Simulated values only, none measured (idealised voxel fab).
The process module presented herein is designated voxel transistor to metal.
Section shown: cut. Width: 155 nm. Cell size: 5 nm, square.
The cross-sections in this document take the form of a grid made of square cells. They are written out as bands, in order from top to bottom. Each band consists of one or more rows of cells. The entry gives the band's vertical extent as a top height and a bottom height in nm, then its horizontal make-up as materials from left to right, each with a width in nm. "blank" stands for empty space; a single material marked "full width" fills the band edge to edge. Measure heights from 0. That's the level where, below it, the as-received wafer is all one material. The lowest band is bottomless and extends downward; write it as in "top 0, no bottom". Width spec "30 to 40" -> top row of cells at first value, bottom row at second value, equal per-row change in between. "no alterations made", as given for a step, is the statement that not any cell of the cross-section underwent a change during that step. Entry "Unvented voids" = empty spaces >= 8 cells with no open way to the top; each as width x height at distance, distance from left edge, all nm. Formally, on a step line, whatever follows the settings is a remark that the simulator itself makes on the step. What "overlay nm" on a step's line means: if the step has a mask, that mask lay this far to the right of its planned place, or, when the value is negative, to the left.

Intended process steps
1: op RECEIVE | material Si
2: op OXIDIZE | depth nm 5
3: op CONFORMAL_DEP | material SiN | thk nm 15
4: op MASKED_ETCH | tone cover | mask id ACTIVE | width nm 105 | etch materials SiN | depth nm 15 | overlay nm 0
5: op MASKED_ETCH | tone cover | mask id ACTIVE | width nm 105 | etch materials SiO2 | depth nm 5 | overlay nm 0
6: op MASKED_ETCH | tone cover | mask id ACTIVE | width nm 105 | etch materials Si | depth nm 35 | overlay nm 0
7: op OXIDIZE | depth nm 5
8: op FILL_DEP | material SiO2 | thk nm 10
9: op CMP | height nm 15
10: op SELECTIVE_ETCH | etch materials SiO2 | depth nm 10
11: op STRIP | etch materials SiN
12: op SELECTIVE_ETCH | etch materials SiO2 | depth nm 5
13: op OXIDIZE | depth nm 5
14: op DIRECTIONAL_DEP | material polySi | thk nm 25
15: op DIRECTIONAL_DEP | material SiCN | thk nm 15
16: op DIRECTIONAL_DEP | material aC | thk nm 10
17: op PATTERN | tone cover | mask id GATE | material resist | width nm 15 | thk nm 25 | overlay nm 0
18: op DIRECTIONAL_ETCH | etch materials aC | depth nm 10
19: op STRIP | etch materials resist
20: op DIRECTIONAL_ETCH | etch materials SiCN | depth nm 25
21: op DIRECTIONAL_ETCH | etch materials polySi | depth nm 35
22: op STRIP | etch materials aC
23: op CONFORMAL_DEP | material SiO2 | thk nm 5
24: op DIRECTIONAL_ETCH | etch materials SiO2 | depth nm 5
25: op CONFORMAL_DEP | material SiN | thk nm 10
26: op DIRECTIONAL_ETCH | etch materials SiN | depth nm 10
27: op DIRECTIONAL_ETCH | etch materials SiO2 | depth nm 5
28: op DIRECTIONAL_ETCH | etch materials Si | depth nm 5
29: op EPI | material pSi | thk nm 10
30: op FILL_DEP | material SiO2 | thk nm 5
31: op CMP | height nm 35
32: op DIRECTIONAL_DEP | material SiO2 | thk nm 15
33: op PATTERN | tone open | mask id CONTACT | material resist | width nm 20 | pitch nm 65 | thk nm 20 | overlay nm 0
34: op DIRECTIONAL_ETCH | etch materials SiO2 | depth nm 50
35: op STRIP | etch materials resist
36: op CONFORMAL_DEP | material TiN | thk nm 5
37: op FILL_DEP | material W | thk nm 5
38: op CMP | height nm 50
39: op CONFORMAL_DEP | material SiCN | thk nm 5
40: op DIRECTIONAL_DEP | material SiO2 | thk nm 25
41: op PATTERN | tone open | mask id METAL_1 | material resist | width nm 20 | pitch nm 65 | thk nm 15 | overlay nm 0
42: op DIRECTIONAL_ETCH | etch materials SiO2 | depth nm 25
43: op DIRECTIONAL_ETCH | etch materials SiCN | depth nm 5
44: op STRIP | etch materials resist
45: op CONFORMAL_DEP | material TiN | thk nm 5
46: op FILL_DEP | material W | thk nm 5
47: op CMP | height nm 80
48: op EPI | material Ru | thk nm 5
49: op FILL_DEP | material SiCN | thk nm 5

Incoming wafer, cross-sectional view, post step 1
    top 0, no bottom  Si full width
    Unvented voids: none

First wafer of two, sectioned at end of module; run went per plan
    top 90, bottom 85  SiCN full width
    top 85, bottom 80  30 SiCN, 30 Ru, 35 SiCN, 30 Ru, 30 SiCN
    top 80, bottom 55  35 SiO2, 5 TiN, 10 W, 5 TiN, 45 SiO2, 5 TiN, 10 W, 5 TiN, 35 SiO2
    top 55, bottom 50  35 SiCN, 20 TiN, 45 SiCN, 20 TiN, 35 SiCN
    top 50, bottom 35  35 SiO2, 5 TiN, 10 W, 5 TiN, 45 SiO2, 5 TiN, 10 W, 5 TiN, 35 SiO2
    top 35, bottom 20  35 SiO2, 5 TiN, 10 W, 5 TiN, 10 SiN, 5 SiO2, 15 SiCN, 5 SiO2, 10 SiN, 5 TiN, 10 W, 5 TiN, 35 SiO2
    top 20, bottom 5  35 SiO2, 5 TiN, 10 W, 5 TiN, 10 SiN, 5 SiO2, 15 polySi, 5 SiO2, 10 SiN, 5 TiN, 10 W, 5 TiN, 35 SiO2
    top 5, bottom 0  35 SiO2, 20 TiN, 10 SiN, 5 SiO2, 15 polySi, 5 SiO2, 10 SiN, 20 TiN, 35 SiO2
    top 0, bottom -5  25 SiO2, 10 SiN, 20 pSi, 10 SiN, 5 SiO2, 15 polySi, 5 SiO2, 10 SiN, 20 pSi, 10 SiN, 25 SiO2
    top -5, bottom -10  35 SiO2, 20 pSi, 45 SiO2, 20 pSi, 35 SiO2
    top -10, bottom -15  30 SiO2, 5 Si, 20 pSi, 45 Si, 20 pSi, 5 Si, 30 SiO2
    top -15, bottom -45  30 SiO2, 95 Si, 30 SiO2
    top -45, no bottom  Si full width
    Unvented voids: none

Second wafer through the module, sectioned at the end: same beginning and same plan as the first wafer, with one mistake in carrying it out
    top 90, bottom 85  SiCN full width
    top 85, bottom 80  30 SiCN, 30 Ru, 35 SiCN, 30 Ru, 30 SiCN
    top 80, bottom 55  35 SiO2, 5 TiN, 10 W, 5 TiN, 45 SiO2, 5 TiN, 10 W, 5 TiN, 35 SiO2
    top 55, bottom 50  35 SiCN, 20 TiN, 45 SiCN, 20 TiN, 35 SiCN
    top 50, bottom 35  35 SiO2, 5 TiN, 10 W, 5 TiN, 45 SiO2, 5 TiN, 10 W, 5 TiN, 35 SiO2
    top 35, bottom 20  35 SiO2, 5 TiN, 10 W, 5 TiN, 10 SiN, 5 SiO2, 15 SiCN, 5 SiO2, 10 SiN, 5 TiN, 10 W, 5 TiN, 35 SiO2
    top 20, bottom 5  35 SiO2, 5 TiN, 10 W, 5 TiN, 10 SiN, 5 SiO2, 15 polySi, 5 SiO2, 10 SiN, 5 TiN, 10 W, 5 TiN, 35 SiO2
    top 5, bottom 0  35 SiN, 20 TiN, 10 SiN, 5 SiO2, 15 polySi, 5 SiO2, 10 SiN, 20 TiN, 35 SiN
    top 0, bottom -5  25 SiO2, 40 SiN, 5 SiO2, 15 polySi, 5 SiO2, 40 SiN, 25 SiO2
    top -5, bottom -10  SiO2 full width
    top -10, bottom -45  30 SiO2, 95 Si, 30 SiO2
    top -45, no bottom  Si full width
    Unvented voids: none
In executing the process, a mistake was made relative to the plan: step 26 was run on a setting that differed from the plan, and what really ran there is op DIRECTIONAL_ETCH | etch materials SiN | depth nm 5
Count the cells at the end and the second wafer has more or fewer of some materials than the first: 8 more of Si; 22 more of SiN; 6 fewer of SiO2; 24 fewer of pSi
